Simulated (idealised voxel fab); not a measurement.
process module | voxel released beams
cross-section cut | 255 nm wide | cells 5 nm
A cross-section is a grid of square cells, given in bands from the top down. A band is one or more rows of cells.
Each band's line starts with the height of the band's top and of its bottom, in nm. Then come its materials from left to right, each with its width in nm. One material with "throughout" fills the band from edge to edge. "air" is empty space.
Height 0 is the level under which the wafer as received is all one material. The lowest band goes on downwards, as in "0 down".
A width such as "30 to 40" changes by the same amount from each row of cells to the next, from the band's top row to its bottom row.
"no change" after a step means that no cell of the cross-section changed.
closed voids: empty space of 8 cells or more with no open way to the top, each as width x height at its distance from the left edge, in nm
after a step's settings: what the simulator itself notes on the step
overlay nm, on a step with a mask: how far to the right of its planned place the mask lay; to the left if negative
plan
1 op RECEIVE | material Si
2 op CONFORMAL_DEP | material SiN | thk nm 5
3 op DIRECTIONAL_DEP | material SiO2 | thk nm 20
4 op MASKED_ETCH | tone open | mask id ANCHOR | width nm 40 | etch materials SiO2 | depth nm 20 | overlay nm -15
5 op CONFORMAL_DEP | material TiN | thk nm 15
6 op DIRECTIONAL_DEP | material aC | thk nm 10
7 op PATTERN | tone cover | mask id BEAM | material resist | width nm 85 | thk nm 25 | overlay nm 0
8 op DIRECTIONAL_ETCH | etch materials aC | depth nm 10
9 op STRIP | etch materials resist
10 op DIRECTIONAL_ETCH | etch materials TiN | depth nm 15
11 op STRIP | etch materials aC
12 op STRIP | etch materials SiO2
varied across the wafers: overlay nm of step 4. The plan shows the first wafer's value. All wafers start alike
first wafer as received, after step 1
  0 down: Si throughout
  closed voids: none
first wafer at the end, after step 12
  40 to 25: air 80 | TiN 5 | air 10 | TiN 70 | air 90
  25 to 20: air 70 | TiN 15 | air 10 | TiN 15 | air 145
  20 to 5: air 70 | TiN 40 | air 145
  5 to 0: SiN throughout
  0 down: Si throughout
  closed voids: none
last wafer at the end
  40 to 25: air 80 | TiN 35 | air 10 | TiN 40 | air 90
  25 to 20: air 100 | TiN 15 | air 10 | TiN 15 | air 115
  20 to 5: air 100 | TiN 40 | air 115
  5 to 0: SiN throughout
  0 down: Si throughout
  closed voids: none
each wafer at the end: cells of each material gained (+) or lost (-) since it was received, then its closed voids
overlay nm -15 | +51 SiN | +75 TiN | closed voids: none
overlay nm -10 | +51 SiN | +75 TiN | closed voids: none
overlay nm -5 | +51 SiN | +75 TiN | closed voids: none
overlay nm 0 | +51 SiN | +75 TiN | closed voids: none
overlay nm 5 | +51 SiN | +75 TiN | closed voids: none
overlay nm 10 | +51 SiN | +75 TiN | closed voids: none
overlay nm 15 | +51 SiN | +75 TiN | closed voids: none
